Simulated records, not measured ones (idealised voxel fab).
You're looking at the process module voxel fin reveal.
In the cross-section labelled cut, the width is 190 nm and each square cell is 5 nm.
For the purposes of this document, a cross-section shall be understood as a grid of square cells, specified as bands listed in top-to-bottom order, each band consisting of one or more rows of cells. First you get the band's top height and its bottom height, in nm, and then the materials it's made of, left to right, with each width in nm. If you see a single material with "full width", that one covers the band edge to edge. "empty" is empty space. Heights are reckoned from 0. Under this level, the received wafer is all of one material. The bottommost band is open-ended downward, for example "z 0 and below". Graded width ("30..40"): value in top row of band = first number; value in bottom row = second number; row-to-row change constant. Step note "everything unchanged" = no cross-section cell changed. Any empty space of 8 cells or more lacking an open way to the top shows up in "Trapped cavities" as width x height at distance, distance from the left edge, in nm. Text after the settings on a step's line: the simulator's own remark on that step. overlay nm: where the mask lay relative to plan, measured to the right, on steps with a mask; negatives go left. So the way this works: pairs, before and after one process step. The after picture only goes down to the lowest band that actually changed, nothing below. Step and its settings are under each pair. And watch out, pairs might come from different runs of this module, same starting wafer though, so a pair only follows on from the one above if its "State before" entry tells you so.
### State before
  z 0 and below = Si full width
  Trapped cavities: none
### Post-Step Cross-Section
  z 5 to 0 = SiN full width
  Beneath the level 0, the cross-section is identical to its previous state.
  Trapped cavities: none
Which operation links the two cross-sections above? CONFORMAL_DEP | material SiN | thk nm 5
State before: see the after view in the pair directly above.
### Post-Step Cross-Section
  z 5 to 0 = 25 of empty / 15 of SiN / 25 of empty / 15 of SiN / 25 of empty / 15 of SiN / 25 of empty / 15 of SiN / 30 of empty
  Beneath the level 0, the cross-section is identical to its previous state.
  Trapped cavities: none
Which operation links the two cross-sections above? MASKED_ETCH | tone cover | mask id FINS | width nm 15 | pitch nm 40 | etch materials SiN | depth nm 5 | overlay nm 0
State before: see the after view in the pair directly above.
### Post-Step Cross-Section
  z 5 to 0 = 25 of empty / 15 of SiN / 25 of empty / 15 of SiN / 25 of empty / 15 of SiN / 25 of empty / 15 of SiN / 30 of empty
  z 0 to -35 = 25 of empty / 15 of Si / 25 of empty / 15 of Si / 25 of empty / 15 of Si / 25 of empty / 15 of Si / 30 of empty
  Beneath the level -35, the cross-section is identical to its previous state.
  Trapped cavities: none
Which operation links the two cross-sections above? MASKED_ETCH | tone cover | mask id FINS | width nm 15 | pitch nm 40 | etch materials Si | depth nm 35 | overlay nm 0
State before: see the after view in the pair directly above.
### Post-Step Cross-Section
  z 5 to 0 = 25 of empty / 15 of SiN / 25 of empty / 15 of SiN / 25 of empty / 15 of SiN / 25 of empty / 15 of SiN / 30 of empty
  z 0 to -35 = 25 of empty / 5 of SiO2 / 5 of Si / 5 of SiO2 / 25 of empty / 5 of SiO2 / 5 of Si / 5 of SiO2 / 25 of empty / 5 of SiO2 / 5 of Si / 5 of SiO2 / 25 of empty / 5 of SiO2 / 5 of Si / 5 of SiO2 / 30 of empty
  z -35 to -40 = 30 of SiO2 / 5 of Si / 35 of SiO2 / 5 of Si / 35 of SiO2 / 5 of Si / 35 of SiO2 / 5 of Si / 35 of SiO2
  Beneath the level -40, the cross-section is identical to its previous state.
  Trapped cavities: none
Which operation links the two cross-sections above? OXIDIZE | depth nm 5
State before: see the after view in the pair directly above.
### Post-Step Cross-Section
  z 20 to 5 = SiO2 full width
  z 5 to 0 = 25 of SiO2 / 15 of SiN / 25 of SiO2 / 15 of SiN / 25 of SiO2 / 15 of SiN / 25 of SiO2 / 15 of SiN / 30 of SiO2
  z 0 to -40 = 30 of SiO2 / 5 of Si / 35 of SiO2 / 5 of Si / 35 of SiO2 / 5 of Si / 35 of SiO2 / 5 of Si / 35 of SiO2
  Beneath the level -40, the cross-section is identical to its previous state.
  Trapped cavities: none
Which operation links the two cross-sections above? FILL_DEP | material SiO2 | thk nm 15
State before: see the after view in the pair directly above.
### Post-Step Cross-Section
  z 5 to 0 = 25 of SiO2 / 15 of SiN / 25 of SiO2 / 15 of SiN / 25 of SiO2 / 15 of SiN / 25 of SiO2 / 15 of SiN / 30 of SiO2
  Beneath the level 0, the cross-section is identical to its previous state.
  Trapped cavities: none
Which operation links the two cross-sections above? CMP | height nm 5
State before: see the after view in the pair directly above.
### Post-Step Cross-Section
  z 5 to 0 = 25 of empty / 15 of SiN / 25 of empty / 15 of SiN / 25 of empty / 15 of SiN / 25 of empty / 15 of SiN / 30 of empty
  z 0 to -10 = 30 of empty / 5 of Si / 35 of empty / 5 of Si / 35 of empty / 5 of Si / 35 of empty / 5 of Si / 35 of empty
  Beneath the level -10, the cross-section is identical to its previous state.
  Trapped cavities: none
Which operation links the two cross-sections above? SELECTIVE_ETCH | etch materials SiO2 | depth nm 15
State before: see the after view in the pair directly above.
### Post-Step Cross-Section
  z 0 to -10 = 30 of empty / 5 of Si / 35 of empty / 5 of Si / 35 of empty / 5 of Si / 35 of empty / 5 of Si / 35 of empty
  Beneath the level -10, the cross-section is identical to its previous state.
  Trapped cavities: none
Which operation links the two cross-sections above? STRIP | etch materials SiN
### State before
  z 0 and below = Si full width
  Trapped cavities: none
### Post-Step Cross-Section
  z 0 to -35 = 25 of empty / 15 of Si / 25 of empty / 15 of Si / 25 of empty / 15 of Si / 25 of empty / 15 of Si / 30 of empty
  Beneath the level -35, the cross-section is identical to its previous state.
  Trapped cavities: none
Which operation links the two cross-sections above? MASKED_ETCH | tone cover | mask id FINS | width nm 15 | pitch nm 40 | etch materials Si | depth nm 35 | overlay nm 0
State before: see the after view in the pair directly above.
### Post-Step Cross-Section
  z 0 to -5 = 25 of empty / 15 of SiO2 / 25 of empty / 15 of SiO2 / 25 of empty / 15 of SiO2 / 25 of empty / 15 of SiO2 / 30 of empty
  z -5 to -35 = 25 of empty / 5 of SiO2 / 5 of Si / 5 of SiO2 / 25 of empty / 5 of SiO2 / 5 of Si / 5 of SiO2 / 25 of empty / 5 of SiO2 / 5 of Si / 5 of SiO2 / 25 of empty / 5 of SiO2 / 5 of Si / 5 of SiO2 / 30 of empty
  z -35 to -40 = 30 of SiO2 / 5 of Si / 35 of SiO2 / 5 of Si / 35 of SiO2 / 5 of Si / 35 of SiO2 / 5 of Si / 35 of SiO2
  Beneath the level -40, the cross-section is identical to its previous state.
  Trapped cavities: none
Which operation links the two cross-sections above? OXIDIZE | depth nm 5
State before: see the after view in the pair directly above.
### Post-Step Cross-Section
  z 15 to -5 = SiO2 full width
  z -5 to -40 = 30 of SiO2 / 5 of Si / 35 of SiO2 / 5 of Si / 35 of SiO2 / 5 of Si / 35 of SiO2 / 5 of Si / 35 of SiO2
  Beneath the level -40, the cross-section is identical to its previous state.
  Trapped cavities: none
Which operation links the two cross-sections above? FILL_DEP | material SiO2 | thk nm 15
State before: see the after view in the pair directly above.
### Post-Step Cross-Section
  z 5 to -5 = SiO2 full width
  Beneath the level -5, the cross-section is identical to its previous state.
  Trapped cavities: none
Which operation links the two cross-sections above? CMP | height nm 5
State before: see the after view in the pair directly above.
### Post-Step Cross-Section
  z -5 to -10 = 30 of empty / 5 of Si / 35 of empty / 5 of Si / 35 of empty / 5 of Si / 35 of empty / 5 of Si / 35 of empty
  Beneath the level -10, the cross-section is identical to its previous state.
  Trapped cavities: none
Which operation links the two cross-sections above? SELECTIVE_ETCH | etch materials SiO2 | depth nm 15
### State before
  z 5 to 0 = 25 of empty / 15 of SiN / 25 of empty / 15 of SiN / 25 of empty / 15 of SiN / 25 of empty / 15 of SiN / 30 of empty
  z 0 to -35 = 25 of empty / 15 of Si / 25 of empty / 15 of Si / 25 of empty / 15 of Si / 25 of empty / 15 of Si / 30 of empty
  z -35 and below = Si full width
  Trapped cavities: none
### Post-Step Cross-Section
  z 5 to 0 = 25 of empty / 15 of SiN / 25 of empty / 15 of SiN / 25 of empty / 15 of SiN / 25 of empty / 15 of SiN / 30 of empty
  z 0 to -70 = 25 of empty / 15 of Si / 25 of empty / 15 of Si / 25 of empty / 15 of Si / 25 of empty / 15 of Si / 30 of empty
  Beneath the level -70, the cross-section is identical to its previous state.
  Trapped cavities: none
Which operation links the two cross-sections above? MASKED_ETCH | tone cover | mask id FINS | width nm 15 | pitch nm 40 | etch materials Si | depth nm 35 | overlay nm 0
State before: see the after view in the pair directly above.
### Post-Step Cross-Section
  z 5 to 0 = 25 of empty / 15 of SiN / 25 of empty / 15 of SiN / 25 of empty / 15 of SiN / 25 of empty / 15 of SiN / 30 of empty
  z 0 to -70 = 25 of empty / 5 of SiO2 / 5 of Si / 5 of SiO2 / 25 of empty / 5 of SiO2 / 5 of Si / 5 of SiO2 / 25 of empty / 5 of SiO2 / 5 of Si / 5 of SiO2 / 25 of empty / 5 of SiO2 / 5 of Si / 5 of SiO2 / 30 of empty
  z -70 to -75 = 30 of SiO2 / 5 of Si / 35 of SiO2 / 5 of Si / 35 of SiO2 / 5 of Si / 35 of SiO2 / 5 of Si / 35 of SiO2
  Beneath the level -75, the cross-section is identical to its previous state.
  Trapped cavities: none
Which operation links the two cross-sections above? OXIDIZE | depth nm 5
State before: see the after view in the pair directly above.
### Post-Step Cross-Section
  z 20 to 5 = SiO2 full width
  z 5 to 0 = 25 of SiO2 / 15 of SiN / 25 of SiO2 / 15 of SiN / 25 of SiO2 / 15 of SiN / 25 of SiO2 / 15 of SiN / 30 of SiO2
  z 0 to -75 = 30 of SiO2 / 5 of Si / 35 of SiO2 / 5 of Si / 35 of SiO2 / 5 of Si / 35 of SiO2 / 5 of Si / 35 of SiO2
  Beneath the level -75, the cross-section is identical to its previous state.
  Trapped cavities: none
Which operation links the two cross-sections above? FILL_DEP | material SiO2 | thk nm 15
State before: see the after view in the pair directly above.
### Post-Step Cross-Section
  z 5 to 0 = 25 of SiO2 / 15 of SiN / 25 of SiO2 / 15 of SiN / 25 of SiO2 / 15 of SiN / 25 of SiO2 / 15 of SiN / 30 of SiO2
  Beneath the level 0, the cross-section is identical to its previous state.
  Trapped cavities: none
Which operation links the two cross-sections above? CMP | height nm 5
State before: see the after view in the pair directly above.
### Post-Step Cross-Section
  z 5 to 0 = 25 of empty / 15 of SiN / 25 of empty / 15 of SiN / 25 of empty / 15 of SiN / 25 of empty / 15 of SiN / 30 of empty
  z 0 to -10 = 30 of empty / 5 of Si / 35 of empty / 5 of Si / 35 of empty / 5 of Si / 35 of empty / 5 of Si / 35 of empty
  Beneath the level -10, the cross-section is identical to its previous state.
  Trapped cavities: none
Which operation links the two cross-sections above? SELECTIVE_ETCH | etch materials SiO2 | depth nm 15
State before: see the after view in the pair directly above.
### Post-Step Cross-Section
  z 0 to -10 = 30 of empty / 5 of Si / 35 of empty / 5 of Si / 35 of empty / 5 of Si / 35 of empty / 5 of Si / 35 of empty
  Beneath the level -10, the cross-section is identical to its previous state.
  Trapped cavities: none
Which operation links the two cross-sections above? STRIP | etch materials SiN
### State before
  z 5 to 0 = 25 of SiO2 / 15 of SiN / 25 of SiO2 / 15 of SiN / 25 of SiO2 / 15 of SiN / 25 of SiO2 / 15 of SiN / 30 of SiO2
  z 0 to -40 = 30 of SiO2 / 5 of Si / 35 of SiO2 / 5 of Si / 35 of SiO2 / 5 of Si / 35 of SiO2 / 5 of Si / 35 of SiO2
  z -40 and below = Si full width
  Trapped cavities: none
### Post-Step Cross-Section
  z 5 to 0 = 25 of SiO2 / 15 of empty / 25 of SiO2 / 15 of empty / 25 of SiO2 / 15 of empty / 25 of SiO2 / 15 of empty / 30 of SiO2
  Beneath the level 0, the cross-section is identical to its previous state.
  Trapped cavities: none
Which operation links the two cross-sections above? STRIP | etch materials SiN
State before: see the after view in the pair directly above.
### Post-Step Cross-Section
  z 0 to -10 = 30 of empty / 5 of Si / 35 of empty / 5 of Si / 35 of empty / 5 of Si / 35 of empty / 5 of Si / 35 of empty
  z -10 to -15 = 10 of SiO2 / 20 of empty / 5 of Si / 35 of empty / 5 of Si / 35 of empty / 5 of Si / 35 of empty / 5 of Si / 20 of empty / 15 of SiO2
  Beneath the level -15, the cross-section is identical to its previous state.
  Trapped cavities: none
Which operation links the two cross-sections above? SELECTIVE_ETCH | etch materials SiO2 | depth nm 15
### State before
  z 5 to 0 = 25 of empty / 15 of SiN / 25 of empty / 15 of SiN / 25 of empty / 15 of SiN / 25 of empty / 15 of SiN / 30 of empty
  z 0 and below = Si full width
  Trapped cavities: none
### Post-Step Cross-Section
  z 5 to 0 = 25 of empty / 15 of SiN / 25 of empty / 15 of SiN / 25 of empty / 15 of SiN / 25 of empty / 15 of SiN / 30 of empty
  z 0 to -40 = 25 of empty / 15 of Si / 25 of empty / 15 of Si / 25 of empty / 15 of Si / 25 of empty / 15 of Si / 30 of empty
  Beneath the level -40, the cross-section is identical to its previous state.
  Trapped cavities: none
Which operation links the two cross-sections above? MASKED_ETCH | tone cover | mask id FINS | width nm 15 | pitch nm 40 | etch materials Si | depth nm 40 | overlay nm 0
State before: see the after view in the pair directly above.
### Post-Step Cross-Section
  z 5 to 0 = 25 of empty / 15 of SiN / 25 of empty / 15 of SiN / 25 of empty / 15 of SiN / 25 of empty / 15 of SiN / 30 of empty
  z 0 to -40 = 25 of empty / 5 of SiO2 / 5 of Si / 5 of SiO2 / 25 of empty / 5 of SiO2 / 5 of Si / 5 of SiO2 / 25 of empty / 5 of SiO2 / 5 of Si / 5 of SiO2 / 25 of empty / 5 of SiO2 / 5 of Si / 5 of SiO2 / 30 of empty
  z -40 to -45 = 30 of SiO2 / 5 of Si / 35 of SiO2 / 5 of Si / 35 of SiO2 / 5 of Si / 35 of SiO2 / 5 of Si / 35 of SiO2
  Beneath the level -45, the cross-section is identical to its previous state.
  Trapped cavities: none
Which operation links the two cross-sections above? OXIDIZE | depth nm 5
State before: see the after view in the pair directly above.
### Post-Step Cross-Section
  z 20 to 5 = SiO2 full width
  z 5 to 0 = 25 of SiO2 / 15 of SiN / 25 of SiO2 / 15 of SiN / 25 of SiO2 / 15 of SiN / 25 of SiO2 / 15 of SiN / 30 of SiO2
  z 0 to -45 = 30 of SiO2 / 5 of Si / 35 of SiO2 / 5 of Si / 35 of SiO2 / 5 of Si / 35 of SiO2 / 5 of Si / 35 of SiO2
  Beneath the level -45, the cross-section is identical to its previous state.
  Trapped cavities: none
Which operation links the two cross-sections above? FILL_DEP | material SiO2 | thk nm 15
State before: see the after view in the pair directly above.
### Post-Step Cross-Section
  z 5 to 0 = 25 of SiO2 / 15 of SiN / 25 of SiO2 / 15 of SiN / 25 of SiO2 / 15 of SiN / 25 of SiO2 / 15 of SiN / 30 of SiO2
  Beneath the level 0, the cross-section is identical to its previous state.
  Trapped cavities: none
Which operation links the two cross-sections above? CMP | height nm 5
State before: see the after view in the pair directly above.
### Post-Step Cross-Section
  z 5 to 0 = 25 of empty / 15 of SiN / 25 of empty / 15 of SiN / 25 of empty / 15 of SiN / 25 of empty / 15 of SiN / 30 of empty
  z 0 to -10 = 30 of empty / 5 of Si / 35 of empty / 5 of Si / 35 of empty / 5 of Si / 35 of empty / 5 of Si / 35 of empty
  Beneath the level -10, the cross-section is identical to its previous state.
  Trapped cavities: none
Which operation links the two cross-sections above? SELECTIVE_ETCH | etch materials SiO2 | depth nm 15
State before: see the after view in the pair directly above.
### Post-Step Cross-Section
  z 0 to -10 = 30 of empty / 5 of Si / 35 of empty / 5 of Si / 35 of empty / 5 of Si / 35 of empty / 5 of Si / 35 of empty
  Beneath the level -10, the cross-section is identical to its previous state.
  Trapped cavities: none
Which operation links the two cross-sections above? STRIP | etch materials SiN
### State before
  z 5 to 0 = SiN full width
  z 0 and below = Si full width
  Trapped cavities: none
### Post-Step Cross-Section
  z 5 to 0 = 20 of empty / 25 of SiN / 15 of empty / 25 of SiN / 15 of empty / 25 of SiN / 15 of empty / 25 of SiN / 25 of empty
  Beneath the level 0, the cross-section is identical to its previous state.
  Trapped cavities: none
Which operation links the two cross-sections above? MASKED_ETCH | tone cover | mask id FINS | width nm 25 | pitch nm 40 | etch materials SiN | depth nm 5 | overlay nm 0
State before: see the after view in the pair directly above.
### Post-Step Cross-Section
  z 5 to 0 = 20 of empty / 25 of SiN / 15 of empty / 25 of SiN / 15 of empty / 25 of SiN / 15 of empty / 25 of SiN / 25 of empty
  z 0 to -35 = 20 of empty / 25 of Si / 15 of empty / 25 of Si / 15 of empty / 25 of Si / 15 of empty / 25 of Si / 25 of empty
  Beneath the level -35, the cross-section is identical to its previous state.
  Trapped cavities: none
Which operation links the two cross-sections above? MASKED_ETCH | tone cover | mask id FINS | width nm 15 | pitch nm 40 | etch materials Si | depth nm 35 | overlay nm 0
State before: see the after view in the pair directly above.
### Post-Step Cross-Section
  z 5 to 0 = 20 of empty / 25 of SiN / 15 of empty / 25 of SiN / 15 of empty / 25 of SiN / 15 of empty / 25 of SiN / 25 of empty
  z 0 to -35 = 20 of empty / 5 of SiO2 / 15 of Si / 5 of SiO2 / 15 of empty / 5 of SiO2 / 15 of Si / 5 of SiO2 / 15 of empty / 5 of SiO2 / 15 of Si / 5 of SiO2 / 15 of empty / 5 of SiO2 / 15 of Si / 5 of SiO2 / 25 of empty
  z -35 to -40 = 25 of SiO2 / 15 of Si / 25 of SiO2 / 15 of Si / 25 of SiO2 / 15 of Si / 25 of SiO2 / 15 of Si / 30 of SiO2
  Beneath the level -40, the cross-section is identical to its previous state.
  Trapped cavities: none
Which operation links the two cross-sections above? OXIDIZE | depth nm 5
State before: see the after view in the pair directly above.
### Post-Step Cross-Section
  z 20 to 5 = SiO2 full width
  z 5 to 0 = 20 of SiO2 / 25 of SiN / 15 of SiO2 / 25 of SiN / 15 of SiO2 / 25 of SiN / 15 of SiO2 / 25 of SiN / 25 of SiO2
  z 0 to -40 = 25 of SiO2 / 15 of Si / 25 of SiO2 / 15 of Si / 25 of SiO2 / 15 of Si / 25 of SiO2 / 15 of Si / 30 of SiO2
  Beneath the level -40, the cross-section is identical to its previous state.
  Trapped cavities: none
Which operation links the two cross-sections above? FILL_DEP | material SiO2 | thk nm 15
State before: see the after view in the pair directly above.
### Post-Step Cross-Section
  z 5 to 0 = 20 of SiO2 / 25 of SiN / 15 of SiO2 / 25 of SiN / 15 of SiO2 / 25 of SiN / 15 of SiO2 / 25 of SiN / 25 of SiO2
  Beneath the level 0, the cross-section is identical to its previous state.
  Trapped cavities: none
Which operation links the two cross-sections above? CMP | height nm 5
State before: see the after view in the pair directly above.
### Post-Step Cross-Section
  z 5 to 0 = 20 of empty / 25 of SiN / 15 of empty / 25 of SiN / 15 of empty / 25 of SiN / 15 of empty / 25 of SiN / 25 of empty
  z 0 to -10 = 25 of empty / 15 of Si / 25 of empty / 15 of Si / 25 of empty / 15 of Si / 25 of empty / 15 of Si / 30 of empty
  Beneath the level -10, the cross-section is identical to its previous state.
  Trapped cavities: none
Which operation links the two cross-sections above? SELECTIVE_ETCH | etch materials SiO2 | depth nm 15
State before: see the after view in the pair directly above.
### Post-Step Cross-Section
  z 0 to -10 = 25 of empty / 15 of Si / 25 of empty / 15 of Si / 25 of empty / 15 of Si / 25 of empty / 15 of Si / 30 of empty
  Beneath the level -10, the cross-section is identical to its previous state.
  Trapped cavities: none
Which operation links the two cross-sections above? STRIP | etch materials SiN
### State before
  z 5 to 0 = 25 of empty / 15 of SiN / 25 of empty / 15 of SiN / 25 of empty / 15 of SiN / 25 of empty / 15 of SiN / 30 of empty
  z 0 and below = Si full width
  Trapped cavities: none
### Post-Step Cross-Section
  z 5 to 0 = 25 of empty / 15 of SiN / 25 of empty / 15 of SiN / 25 of empty / 15 of SiN / 25 of empty / 15 of SiN / 30 of empty
  z 0 to -35 = 20 of empty / 20 of Si / 20 of empty / 20 of Si / 20 of empty / 20 of Si / 20 of empty / 20 of Si / 30 of empty
  Beneath the level -35, the cross-section is identical to its previous state.
  Trapped cavities: none
Which operation links the two cross-sections above? MASKED_ETCH | tone cover | mask id FINS | width nm 15 | pitch nm 40 | etch materials Si | depth nm 35 | overlay nm -5
State before: see the after view in the pair directly above.
### Post-Step Cross-Section
  z 5 to 0 = 25 of empty / 15 of SiN / 25 of empty / 15 of SiN / 25 of empty / 15 of SiN / 25 of empty / 15 of SiN / 30 of empty
  z 0 to -5 = 20 of empty / 10 of SiO2 / 5 of Si / 5 of SiO2 / 20 of empty / 10 of SiO2 / 5 of Si / 5 of SiO2 / 20 of empty / 10 of SiO2 / 5 of Si / 5 of SiO2 / 20 of empty / 10 of SiO2 / 5 of Si / 5 of SiO2 / 30 of empty
  z -5 to -35 = 20 of empty / 5 of SiO2 / 10 of Si / 5 of SiO2 / 20 of empty / 5 of SiO2 / 10 of Si / 5 of SiO2 / 20 of empty / 5 of SiO2 / 10 of Si / 5 of SiO2 / 20 of empty / 5 of SiO2 / 10 of Si / 5 of SiO2 / 30 of empty
  z -35 to -40 = 25 of SiO2 / 10 of Si / 30 of SiO2 / 10 of Si / 30 of SiO2 / 10 of Si / 30 of SiO2 / 10 of Si / 35 of SiO2
  Beneath the level -40, the cross-section is identical to its previous state.
  Trapped cavities: none
Which operation links the two cross-sections above? OXIDIZE | depth nm 5
State before: see the after view in the pair directly above.
### Post-Step Cross-Section
  z 20 to 5 = SiO2 full width
  z 5 to 0 = 25 of SiO2 / 15 of SiN / 25 of SiO2 / 15 of SiN / 25 of SiO2 / 15 of SiN / 25 of SiO2 / 15 of SiN / 30 of SiO2
  z 0 to -5 = 30 of SiO2 / 5 of Si / 35 of SiO2 / 5 of Si / 35 of SiO2 / 5 of Si / 35 of SiO2 / 5 of Si / 35 of SiO2
  z -5 to -40 = 25 of SiO2 / 10 of Si / 30 of SiO2 / 10 of Si / 30 of SiO2 / 10 of Si / 30 of SiO2 / 10 of Si / 35 of SiO2
  Beneath the level -40, the cross-section is identical to its previous state.
  Trapped cavities: none
Which operation links the two cross-sections above? FILL_DEP | material SiO2 | thk nm 15
State before: see the after view in the pair directly above.
### Post-Step Cross-Section
  z 5 to 0 = 25 of SiO2 / 15 of SiN / 25 of SiO2 / 15 of SiN / 25 of SiO2 / 15 of SiN / 25 of SiO2 / 15 of SiN / 30 of SiO2
  Beneath the level 0, the cross-section is identical to its previous state.
  Trapped cavities: none
Which operation links the two cross-sections above? CMP | height nm 5
State before: see the after view in the pair directly above.
### Post-Step Cross-Section
  z 5 to 0 = 25 of empty / 15 of SiN / 25 of empty / 15 of SiN / 25 of empty / 15 of SiN / 25 of empty / 15 of SiN / 30 of empty
  z 0 to -10 = 30..25 of empty / 5..10 of Si / 35..30 of empty / 5..10 of Si / 35..30 of empty / 5..10 of Si / 35..30 of empty / 5..10 of Si / 35 of empty
  Beneath the level -10, the cross-section is identical to its previous state.
  Trapped cavities: none
Which operation links the two cross-sections above? SELECTIVE_ETCH | etch materials SiO2 | depth nm 15
State before: see the after view in the pair directly above.
### Post-Step Cross-Section
  z 0 to -10 = 30..25 of empty / 5..10 of Si / 35..30 of empty / 5..10 of Si / 35..30 of empty / 5..10 of Si / 35..30 of empty / 5..10 of Si / 35 of empty
  Beneath the level -10, the cross-section is identical to its previous state.
  Trapped cavities: none
Which operation links the two cross-sections above? STRIP | etch materials SiN
### State before
  z 5 to 0 = 25 of empty / 15 of SiN / 25 of empty / 15 of SiN / 25 of empty / 15 of SiN / 25 of empty / 15 of SiN / 30 of empty
  z 0 to -35 = 25 of empty / 5 of SiO2 / 5 of Si / 5 of SiO2 / 25 of empty / 5 of SiO2 / 5 of Si / 5 of SiO2 / 25 of empty / 5 of SiO2 / 5 of Si / 5 of SiO2 / 25 of empty / 5 of SiO2 / 5 of Si / 5 of SiO2 / 30 of empty
  z -35 to -40 = 30 of SiO2 / 5 of Si / 35 of SiO2 / 5 of Si / 35 of SiO2 / 5 of Si / 35 of SiO2 / 5 of Si / 35 of SiO2
  z -40 and below = Si full width
  Trapped cavities: none
### Post-Step Cross-Section
  z 20 to 0 = SiN full width
  z 0 to -35 = 25 of SiN / 5 of SiO2 / 5 of Si / 5 of SiO2 / 25 of SiN / 5 of SiO2 / 5 of Si / 5 of SiO2 / 25 of SiN / 5 of SiO2 / 5 of Si / 5 of SiO2 / 25 of SiN / 5 of SiO2 / 5 of Si / 5 of SiO2 / 30 of SiN
  Beneath the level -35, the cross-section is identical to its previous state.
  Trapped cavities: none
Which operation links the two cross-sections above? FILL_DEP | material SiN | thk nm 15
State before: see the after view in the pair directly above.
### Post-Step Cross-Section
  z 5 to 0 = SiN full width
  Beneath the level 0, the cross-section is identical to its previous state.
  Trapped cavities: none
Which operation links the two cross-sections above? CMP | height nm 5
State before: see the after view in the pair directly above.
### Post-Step Cross-Section
  z 0 to -35 = 25 of empty / 5 of SiO2 / 5 of Si / 5 of SiO2 / 25 of empty / 5 of SiO2 / 5 of Si / 5 of SiO2 / 25 of empty / 5 of SiO2 / 5 of Si / 5 of SiO2 / 25 of empty / 5 of SiO2 / 5 of Si / 5 of SiO2 / 30 of empty
  Beneath the level -35, the cross-section is identical to its previous state.
  Trapped cavities: none
Which operation links the two cross-sections above? STRIP | etch materials SiN
### State before
  z 5 to 0 = SiN full width
  z 0 and below = Si full width
  Trapped cavities: none
### Post-Step Cross-Section
  z 5 to 0 = 25 of SiN / 15 of empty / 25 of SiN / 15 of empty / 25 of SiN / 15 of empty / 25 of SiN / 15 of empty / 30 of SiN
  Beneath the level 0, the cross-section is identical to its previous state.
  Trapped cavities: none
Which operation links the two cross-sections above? MASKED_ETCH | tone open | mask id FINS | width nm 15 | pitch nm 40 | etch materials SiN | depth nm 5 | overlay nm 0
State before: see the after view in the pair directly above.
### Post-Step Cross-Section
  z 5 to 0 = 25 of SiN / 15 of empty / 25 of SiN / 15 of empty / 25 of SiN / 15 of empty / 25 of SiN / 15 of empty / 30 of SiN
  z 0 to -5 = 20 of Si / 25 of SiO2 / 15 of Si / 25 of SiO2 / 15 of Si / 25 of SiO2 / 15 of Si / 25 of SiO2 / 25 of Si
  Beneath the level -5, the cross-section is identical to its previous state.
  Trapped cavities: none
Which operation links the two cross-sections above? OXIDIZE | depth nm 5
State before: see the after view in the pair directly above.
### Post-Step Cross-Section
  z 20 to 5 = SiO2 full width
  z 5 to 0 = 25 of SiN / 15 of SiO2 / 25 of SiN / 15 of SiO2 / 25 of SiN / 15 of SiO2 / 25 of SiN / 15 of SiO2 / 30 of SiN
  Beneath the level 0, the cross-section is identical to its previous state.
  Trapped cavities: none
Which operation links the two cross-sections above? FILL_DEP | material SiO2 | thk nm 15
State before: see the after view in the pair directly above.
### Post-Step Cross-Section
  z 5 to 0 = 25 of SiN / 15 of SiO2 / 25 of SiN / 15 of SiO2 / 25 of SiN / 15 of SiO2 / 25 of SiN / 15 of SiO2 / 30 of SiN
  Beneath the level 0, the cross-section is identical to its previous state.
  Trapped cavities: none
Which operation links the two cross-sections above? CMP | height nm 5
State before: see the after view in the pair directly above.
### Post-Step Cross-Section
  z 5 to 0 = 25 of SiN / 15 of empty / 25 of SiN / 15 of empty / 25 of SiN / 15 of empty / 25 of SiN / 15 of empty / 30 of SiN
  z 0 to -5 = 20 of Si / 25 of empty / 15 of Si / 25 of empty / 15 of Si / 25 of empty / 15 of Si / 25 of empty / 25 of Si
  Beneath the level -5, the cross-section is identical to its previous state.
  Trapped cavities: none
Which operation links the two cross-sections above? SELECTIVE_ETCH | etch materials SiO2 | depth nm 15
State before: see the after view in the pair directly above.
### Post-Step Cross-Section
  z 0 to -5 = 20 of Si / 25 of empty / 15 of Si / 25 of empty / 15 of Si / 25 of empty / 15 of Si / 25 of empty / 25 of Si
  Beneath the level -5, the cross-section is identical to its previous state.
  Trapped cavities: none
Which operation links the two cross-sections above? STRIP | etch materials SiN
